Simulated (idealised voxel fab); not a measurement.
Proc. module: voxel tone inversion
FYI the section here is cut, 275 nm wide, cells are 5 nm squares.
Cross-section spec: square-cell grid; bands listed top down; each band is one or more rows.
Top height, bottom height, nm. Materials left to right, width each, nm. Single material + "throughout" = fills band edge to edge. "empty" = empty.
Basically, 0 is our baseline, since under it the wafer straight out of the box is all one material. The bottom band has no lower end and keeps on going down, so it looks like "0..down".
The expression "30->40" gives the width at the extremes of the band, the first number at its top row of cells and the second at its bottom row, with the width changing by equal amounts from each row to the next in between.
Step marked "nothing different"? Then no cell in the cross-section changed in it.
So "Enclosed void inventory" is basically the list of trapped voids: any empty space of 8 cells or more that can't reach the top through an opening. They're written width x height at distance, the distance being from the left edge, and it's all nm.
Where a step's line continues beyond its settings, the continuation is a remark by the simulator itself on that step.
The setting "overlay nm" may be written on the line of a step. When the step uses a mask, the value reports how far to the right of the planned place the mask lay, and a negative value reports that it lay to the left.
### The following list gives the planned process steps
step 1: RECEIVE (material Si)
step 2: CONFORMAL_DEP (material SiN; thk nm 10)
step 3: DIRECTIONAL_DEP (material aC; thk nm 15)
step 4: PATTERN (tone cover; mask id POSTS; material resist; width nm 25; pitch nm 45; thk nm 20; overlay nm 0)
step 5: DIRECTIONAL_ETCH (etch materials aC; depth nm 15)
step 6: STRIP (etch materials resist)
step 7: FILL_DEP (material SiO2; thk nm 5)
step 8: CMP (height nm 25)
step 9: STRIP (etch materials aC)
step 10: CONFORMAL_DEP (material TiN; thk nm 5)
step 11: FILL_DEP (material Cu; thk nm 5)
step 12: CMP (height nm 25)
step 13: CONFORMAL_DEP (material SiN; thk nm 5)
### As-received state of the wafer in cross-section, equivalent to post-step 1
    0..down | Si throughout
    Enclosed void inventory: none
### Below is the wafer in cross-section after the module was completed. It began from the starting point shown above and followed the plan shown above, except that one mistake was made while running it
    30..25 | SiN throughout
    25..15 | SiO2 60, TiN 5, Cu 10, TiN 5, SiO2 25, TiN 5, Cu 10, TiN 5, SiO2 25, TiN 5, Cu 10, TiN 5, SiO2 25, TiN 5, Cu 10, TiN 5, SiO2 60
    15..10 | SiO2 60, TiN 20, SiO2 25, TiN 20, SiO2 25, TiN 20, SiO2 25, TiN 20, SiO2 60
    10..0 | SiN throughout
    0..down | Si throughout
    Enclosed void inventory: none
Against the plan, the run slipped here: step 4 was run on a setting that differed from the plan, and what really ran there is PATTERN (tone cover; mask id POSTS; material resist; width nm 20; pitch nm 45; thk nm 20; overlay nm 0)
